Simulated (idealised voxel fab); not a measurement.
process module | voxel capacitor over wiring
cross-section cut | 210 nm wide | cells 5 nm
A cross-section is a grid of square cells, given in bands from the top down. A band is one or more rows of cells.
Each band's line starts with the height of the band's top and of its bottom, in nm. Then come its materials from left to right, each with its width in nm. One material with "throughout" fills the band from edge to edge. "air" is empty space.
Height 0 is the level under which the wafer as received is all one material. The lowest band goes on downwards, as in "0 down".
A width such as "30 to 40" changes by the same amount from each row of cells to the next, from the band's top row to its bottom row.
"no change" after a step means that no cell of the cross-section changed.
closed voids: empty space of 8 cells or more with no open way to the top, each as width x height at its distance from the left edge, in nm
after a step's settings: what the simulator itself notes on the step
overlay nm, on a step with a mask: how far to the right of its planned place the mask lay; to the left if negative
plan
1 op RECEIVE | material Si
2 op CONFORMAL_DEP | material SiO2 | thk nm 10
3 op CONFORMAL_DEP | material SiCN | thk nm 5
4 op DIRECTIONAL_DEP | material SiO2 | thk nm 15
5 op PATTERN | tone open | mask id METAL_1 | material resist | width nm 30 | pitch nm 95 | thk nm 20 | overlay nm 0
6 op DIRECTIONAL_ETCH | etch materials SiO2 | depth nm 15
7 op DIRECTIONAL_ETCH | etch materials SiCN | depth nm 5
8 op STRIP | etch materials resist
9 op CONFORMAL_DEP | material TiN | thk nm 5
10 op FILL_DEP | material Cu | thk nm 5
11 op CMP | height nm 30
12 op CONFORMAL_DEP | material SiCN | thk nm 5
13 op DIRECTIONAL_DEP | material lowk | thk nm 20
14 op PATTERN | tone open | mask id PLUG_1 | material resist | width nm 15 | thk nm 15 | overlay nm 0
15 op DIRECTIONAL_ETCH | etch materials lowk | depth nm 20
16 op DIRECTIONAL_ETCH | etch materials SiCN | depth nm 5
17 op STRIP | etch materials resist
18 op EPI | material Ru | thk nm 10
19 op EPI | material Ru | thk nm 10
20 op EPI | material Ru | thk nm 5
21 op DIRECTIONAL_DEP | material TiN | thk nm 5
22 op DIRECTIONAL_DEP | material HfO2 | thk nm 5
23 op DIRECTIONAL_DEP | material TiN | thk nm 5
24 op MASKED_ETCH | tone cover | mask id UPPER_PLATE | width nm 70 | etch materials TiN | depth nm 5 | overlay nm 0
25 op MASKED_ETCH | tone cover | mask id UPPER_PLATE | width nm 70 | etch materials HfO2 | depth nm 5 | overlay nm 0
26 op MASKED_ETCH | tone cover | mask id LOWER_PLATE | width nm 80 | etch materials TiN | depth nm 5 | overlay nm 0
27 op FILL_DEP | material SiO2 | thk nm 15
28 op CMP | height nm 80
29 op DIRECTIONAL_DEP | material aC | thk nm 15
30 op PATTERN | tone open | mask id PLUG_2 | material resist | width nm 15 | thk nm 30 | overlay nm 0
31 op DIRECTIONAL_ETCH | etch materials aC | depth nm 15
32 op STRIP | etch materials resist
33 op DIRECTIONAL_ETCH | etch materials SiO2 | depth nm 10
34 op STRIP | etch materials aC
35 op CONFORMAL_DEP | material TiN | thk nm 5
36 op FILL_DEP | material W | thk nm 5
37 op CMP | height nm 80
38 op CONFORMAL_DEP | material SiN | thk nm 5
as received, after step 1
  0 down: Si throughout
  closed voids: none
first wafer at the end, as planned
  85 to 80: SiN throughout
  80 to 75: SiO2 65 | TiN 5 | W 5 | TiN 5 | SiO2 130
  75 to 65: SiO2 65 to 55 | TiN 15 to 70 | SiO2 130 to 85
  65 to 60: SiO2 55 | HfO2 70 | SiO2 85
  60 to 55: SiO2 50 | TiN 80 | SiO2 80
  55 to 35: lowk 55 | Ru 15 | lowk 140
  35 to 30: SiCN 55 | Ru 15 | SiCN 140
  30 to 15: SiO2 40 | TiN 5 | Cu 20 | TiN 5 | SiO2 65 | TiN 5 | Cu 20 | TiN 5 | SiO2 45
  15 to 10: SiCN 40 | TiN 30 | SiCN 65 | TiN 30 | SiCN 45
  10 to 0: SiO2 throughout
  0 down: Si throughout
  closed voids: none
second wafer at the end: like start, like plan, one mistake
  85 to 80: SiN throughout
  80 to 75: SiO2 50 | TiN 5 | SiO2 10 | TiN 65 | SiO2 80
  75 to 70: lowk 55 | SiO2 10 | TiN 5 | lowk 140
  70 to 65: lowk 55 | TiN 15 | lowk 140
  65 to 60: lowk 55 | HfO2 15 | lowk 140
  60 to 55: lowk 55 | TiN 15 | lowk 140
  55 to 35: lowk throughout
  35 to 30: SiCN throughout
  30 to 15: SiO2 40 | TiN 5 | Cu 20 | TiN 5 | SiO2 65 | TiN 5 | Cu 20 | TiN 5 | SiO2 45
  15 to 10: SiCN 40 | TiN 30 | SiCN 65 | TiN 30 | SiCN 45
  10 to 0: SiO2 throughout
  0 down: Si throughout
  closed voids: none
what went wrong: step 13 was run twice
at the end the second wafer has, in cells: 11 fewer of HfO2 | 15 fewer of Ru | 3 more of SiCN | 130 fewer of SiO2 | 14 fewer of TiN | 1 fewer of W | 168 more of lowk
